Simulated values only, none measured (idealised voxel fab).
Process module name: voxel self aligned vias
The cross-section shown here is cut; it is 170 nm wide and divided into square cells measuring 5 nm on a side.
Heads up, the way a cross-section reads in here is a grid of square cells, handed over as bands from the top down, with every band being one or more rows of cells.
For a band, the entry starts with two heights in nm, that of the top and then that of the bottom, and carries on with the band's materials in order from left to right, each alongside its width in nm; the word "everywhere" beside a single material means it fills the band edge to edge, and "blank" means empty space.
Convention: height 0 is the level below which the wafer, as received, is all one material. The lowest band does not terminate at the bottom but continues downward, represented as "0 nm and below".
Width: "30..40" (first number = top row, second number = bottom row, same change from row to row of cells).
"identical to before" after a step means that no cell of the cross-section changed.
The entry titled "Closed cavities" provides the empty spaces that have no open way to the top, restricted to those of 8 cells or more. Each is presented as width x height at distance, the distance being measured from the left edge, with all three in nm.
Heads up: the bit after the settings on a step's line is the simulator's remark on that step.
On any step carrying a mask, the "overlay nm" setting, if present on the step's line, tells how far right of its planned place the mask lay; negative values point to the left.

Planned step list for the process:
1 op RECEIVE | material Si
2 op CONFORMAL_DEP | material SiO2 | thk nm 10
3 op CONFORMAL_DEP | material SiCN | thk nm 5
4 op DIRECTIONAL_DEP | material lowk | thk nm 20
5 op MASKED_ETCH | tone open | mask id LINES | width nm 20 | pitch nm 70 | etch materials lowk | depth nm 20 | overlay nm 0
6 op CONFORMAL_DEP | material TiN | thk nm 5
7 op FILL_DEP | material Ru | thk nm 5
8 op CMP | height nm 35
9 op SELECTIVE_ETCH | etch materials W Ru TiN | depth nm 10
10 op FILL_DEP | material SiN | thk nm 10
11 op CMP | height nm 35
12 op DIRECTIONAL_DEP | material lowk | thk nm 15
13 op DIRECTIONAL_DEP | material aC | thk nm 10
14 op PATTERN | tone open | mask id VIAS | material resist | width nm 40 | pitch nm 70 | thk nm 25 | overlay nm 0
15 op DIRECTIONAL_ETCH | etch materials aC | depth nm 10
16 op STRIP | etch materials resist
17 op DIRECTIONAL_ETCH | etch materials lowk | depth nm 15
18 op DIRECTIONAL_ETCH | etch materials SiN | depth nm 10
19 op STRIP | etch materials aC
20 op CONFORMAL_DEP | material TiN | thk nm 5
21 op FILL_DEP | material W | thk nm 10
22 op CMP | height nm 50
23 op CONFORMAL_DEP | material SiCN | thk nm 5

First out of two wafers; run went to plan:

Wafer as received: cross-section following step 1:
  0 nm and below = Si everywhere
  Closed cavities: none

Cross-section of the wafer after step 2:
  10 nm to 0 nm = SiO2 everywhere
  below 0: unchanged

Cross-section of the wafer after step 3:
  15 nm to 10 nm = SiCN everywhere
  below 10: unchanged

Cross-section of the wafer after step 4:
  35 nm to 15 nm = lowk everywhere
  below 15: unchanged

Cross-section of the wafer after step 5:
  35 nm to 15 nm = lowk 40 | blank 20 | lowk 50 | blank 20 | lowk 40
  below 15: unchanged

Cross-section of the wafer after step 6:
  40 nm to 35 nm = TiN 45 | blank 10 | TiN 60 | blank 10 | TiN 45
  35 nm to 20 nm = lowk 40 | TiN 5 | blank 10 | TiN 5 | lowk 50 | TiN 5 | blank 10 | TiN 5 | lowk 40
  20 nm to 15 nm = lowk 40 | TiN 20 | lowk 50 | TiN 20 | lowk 40
  below 15: unchanged

Cross-section of the wafer after step 7:
  45 nm to 40 nm = Ru everywhere
  40 nm to 35 nm = TiN 45 | Ru 10 | TiN 60 | Ru 10 | TiN 45
  35 nm to 20 nm = lowk 40 | TiN 5 | Ru 10 | TiN 5 | lowk 50 | TiN 5 | Ru 10 | TiN 5 | lowk 40
  below 20: unchanged

Cross-section of the wafer after step 8:
  35 nm to 20 nm = lowk 40 | TiN 5 | Ru 10 | TiN 5 | lowk 50 | TiN 5 | Ru 10 | TiN 5 | lowk 40
  below 20: unchanged

Cross-section of the wafer after step 9:
  35 nm to 25 nm = lowk 40 | blank 20 | lowk 50 | blank 20 | lowk 40
  below 25: unchanged

Cross-section of the wafer after step 10:
  45 nm to 35 nm = SiN everywhere
  35 nm to 25 nm = lowk 40 | SiN 20 | lowk 50 | SiN 20 | lowk 40
  below 25: unchanged

Cross-section of the wafer after step 11:
  35 nm to 25 nm = lowk 40 | SiN 20 | lowk 50 | SiN 20 | lowk 40
  below 25: unchanged

Cross-section of the wafer after step 12:
  50 nm to 35 nm = lowk everywhere
  below 35: unchanged

Cross-section of the wafer after step 13:
  60 nm to 50 nm = aC everywhere
  below 50: unchanged

Cross-section of the wafer after step 14:
  85 nm to 60 nm = resist 30 | blank 40 | resist 30 | blank 40 | resist 30
  below 60: unchanged

Cross-section of the wafer after step 15:
  75 nm to 60 nm = resist 30 | blank 40 | resist 30 | blank 40 | resist 30
  60 nm to 50 nm = aC 30 | blank 40 | aC 30 | blank 40 | aC 30
  below 50: unchanged

Cross-section of the wafer after step 16:
  60 nm to 50 nm = aC 30 | blank 40 | aC 30 | blank 40 | aC 30
  below 50: unchanged

Cross-section of the wafer after step 17:
  60 nm to 50 nm = aC 30 | blank 40 | aC 30 | blank 40 | aC 30
  50 nm to 35 nm = lowk 30 | blank 40 | lowk 30 | blank 40 | lowk 30
  below 35: unchanged

Cross-section of the wafer after step 18:
  60 nm to 50 nm = aC 30 | blank 40 | aC 30 | blank 40 | aC 30
  50 nm to 35 nm = lowk 30 | blank 40 | lowk 30 | blank 40 | lowk 30
  35 nm to 25 nm = lowk 40 | blank 20 | lowk 50 | blank 20 | lowk 40
  below 25: unchanged

Cross-section of the wafer after step 19:
  50 nm to 35 nm = lowk 30 | blank 40 | lowk 30 | blank 40 | lowk 30
  below 35: unchanged

Cross-section of the wafer after step 20:
  55 nm to 50 nm = TiN 35 | blank 30 | TiN 40 | blank 30 | TiN 35
  50 nm to 40 nm = lowk 30 | TiN 5 | blank 30 | TiN 5 | lowk 30 | TiN 5 | blank 30 | TiN 5 | lowk 30
  40 nm to 30 nm = lowk 30..40 | TiN 15..5 | blank 10 | TiN 15..5 | lowk 30..50 | TiN 15..5 | blank 10 | TiN 15..5 | lowk 30..40
  30 nm to 25 nm = lowk 40 | TiN 20 | lowk 50 | TiN 20 | lowk 40
  below 25: unchanged

Cross-section of the wafer after step 21:
  65 nm to 55 nm = W everywhere
  55 nm to 50 nm = TiN 35 | W 30 | TiN 40 | W 30 | TiN 35
  50 nm to 40 nm = lowk 30 | TiN 5 | W 30 | TiN 5 | lowk 30 | TiN 5 | W 30 | TiN 5 | lowk 30
  40 nm to 30 nm = lowk 30..40 | TiN 15..5 | W 10 | TiN 15..5 | lowk 30..50 | TiN 15..5 | W 10 | TiN 15..5 | lowk 30..40
  below 30: unchanged

Cross-section of the wafer after step 22:
  50 nm to 40 nm = lowk 30 | TiN 5 | W 30 | TiN 5 | lowk 30 | TiN 5 | W 30 | TiN 5 | lowk 30
  below 40: unchanged

Cross-section of the wafer after step 23:
  55 nm to 50 nm = SiCN everywhere
  below 50: unchanged

Second of two: same start, same plan, one run error; steps up to and including 22 match the first:

Cross-sectional representation of the second wafer at the time designated in the plan for the completion of step 23:
  65 nm to 50 nm = SiCN everywhere
  below 50: unchanged
Misprocessing identified: step 23 was processed under conditions differing from the plan, specifically as op CONFORMAL_DEP | material SiCN | thk nm 15
FYI, end of process, the second wafer has more or fewer cells of some materials than the first: 68 more of SiCN
